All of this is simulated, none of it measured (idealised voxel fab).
process module | voxel ribs on slabs
In the cross-section labelled cut, the width is 180 nm and each square cell is 5 nm.
Cross-section layout: square cells on a grid; listed as bands, top to bottom; a band spans one or more cell rows.
Heights first: top, then bottom, in nm. Then materials, left to right, each with a width in nm. "everywhere" on a single material: fills the band edge to edge. "empty": empty space.
The reference from which all heights are counted is 0, the level beneath which the as-received wafer is entirely one material; the lowest band, having no lower bound, proceeds downward and is written after the example "0 nm and below".
Note: "30 to 40" means the width goes from the first number (top row of the band) to the second number (bottom row) in equal steps per row of cells.
"everything unchanged" (step): cross-section cells unchanged, all of them.
Heads up: "Sealed void inventory" only lists the empty pockets with no open path to the top that are 8 cells or more, and it writes them as width x height at distance, distance from the left edge, in nm.
Post-settings text on a step line: simulator's own remark regarding the step.
On any step carrying a mask, the "overlay nm" setting, if present on the step's line, tells how far right of its planned place the mask lay; negative values point to the left.

Steps planned for the process
1. RECEIVE, material Si
2. DIRECTIONAL_DEP, material SiO2, thk nm 25
3. DIRECTIONAL_DEP, material polySi, thk nm 15
4. MASKED_ETCH, tone cover, mask id RIB, width nm 20, etch materials polySi, depth nm 10, overlay nm 0
5. PATTERN, tone cover, mask id SLAB, material resist, width nm 80, thk nm 15, overlay nm 0
6. DIRECTIONAL_ETCH, etch materials polySi, depth nm 5
7. STRIP, etch materials resist
8. FILL_DEP, material SiO2, thk nm 20
9. CMP, height nm 50
10. DIRECTIONAL_DEP, material W, thk nm 5
11. PATTERN, tone cover, mask id HEATER, material resist, width nm 30, thk nm 20, overlay nm 0
12. DIRECTIONAL_ETCH, etch materials W, depth nm 5
13. STRIP, etch materials resist
14. CONFORMAL_DEP, material SiN, thk nm 10

As received (post step 1): cross-section
0 nm and below: Si everywhere
Sealed void inventory: none

Module complete - cross-section of the first of two wafers, run according to plan
65 nm to 60 nm: 65 of empty  50 of SiN  65 of empty
60 nm to 55 nm: SiN everywhere
55 nm to 50 nm: 75 of SiN  30 of W  75 of SiN
50 nm to 40 nm: SiO2 everywhere
40 nm to 30 nm: 80 of SiO2  20 of polySi  80 of SiO2
30 nm to 25 nm: 50 of SiO2  80 of polySi  50 of SiO2
25 nm to 0 nm: SiO2 everywhere
0 nm and below: Si everywhere
Sealed void inventory: none

Wafer two, sectioned after the module: the first wafer's start, the first wafer's plan, and one mistake in how it was run
65 nm to 60 nm: 65 of empty  50 of SiN  65 of empty
60 nm to 55 nm: SiN everywhere
55 nm to 50 nm: 75 of SiN  30 of W  75 of SiN
50 nm to 40 nm: SiO2 everywhere
40 nm to 30 nm: 85 of SiO2  20 of polySi  75 of SiO2
30 nm to 25 nm: 50 of SiO2  80 of polySi  50 of SiO2
25 nm to 0 nm: SiO2 everywhere
0 nm and below: Si everywhere
Sealed void inventory: none
What was the processing mistake? step 4 changed vs plan, executed as MASKED_ETCH, tone cover, mask id RIB, width nm 20, etch materials polySi, depth nm 10, overlay nm 5
So at the finish, the second wafer's got exactly as many cells of each material as the first, just not in the same spots.
